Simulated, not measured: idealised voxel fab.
This is a process module. Its name is voxel lift off.
The width of the displayed cross-section, cut, is 220 nm; its cells are square, with a size of 5 nm.
We lay out every cross-section as a grid of square cells and spell it out in bands from the top down, where one band means one or more rows of cells. Per band: top height and bottom height in nm, followed by the left-to-right materials and their widths in nm; "throughout" marks a single material spanning edge to edge, "empty" marks empty space. Below 0: as-received wafer, all one material; heights counted from there. Lowest band: no bottom, goes on down, written "0 down". Think of "30..40" as a width that walks from the first number to the second as you go down the band, top row to bottom row, taking equal-sized steps from row to row. Given "stayed the same" for a step, no cell of the cross-section differs between before and after that step. So "Unvented voids" is basically the list of trapped voids: any empty space of 8 cells or more that can't reach the top through an opening. They're written width x height at distance, the distance being from the left edge, and it's all nm. Whatever follows a step's settings on its line is a remark the simulator itself makes about that step. overlay nm: step with mask; distance mask lay right of planned place; negative value = left of planned place.

THIS SECTION LISTS THE PROCESS STEPS THAT WERE PLANNED
1 RECEIVE: material Si
2 CONFORMAL_DEP: material SiO2, thk nm 10
3 PATTERN: tone open, mask id LINES, material resist, width nm 30, pitch nm 50, thk nm 25, overlay nm 0
4 DIRECTIONAL_DEP: material Ru, thk nm 15
5 STRIP: etch materials resist
6 CONFORMAL_DEP: material SiO2, thk nm 5

THE CROSS-SECTION HERE SHOWS THE WAFER AS RECEIVED, I.E. IN ITS STATE AFTER STEP 1
* 0 down  Si throughout
* Unvented voids: none

FINAL CROSS-SECTION, MODULE RUN WITH ONE MISTAKE (START AND PLAN AS ABOVE)
* 30 to 25  60 empty / 40 SiO2 / 10 empty / 40 SiO2 / 70 empty
* 25 to 15  60 empty / 5 SiO2 / 30 Ru / 5 SiO2 / 10 empty / 5 SiO2 / 30 Ru / 5 SiO2 / 70 empty
* 15 to 10  65 SiO2 / 30 Ru / 20 SiO2 / 30 Ru / 75 SiO2
* 10 to 0  SiO2 throughout
* 0 down  Si throughout
* Unvented voids: none
What was the processing mistake? step 3 ran as: PATTERN: tone open, mask id LINES, material resist, width nm 30, pitch nm 50, thk nm 25, overlay nm -5
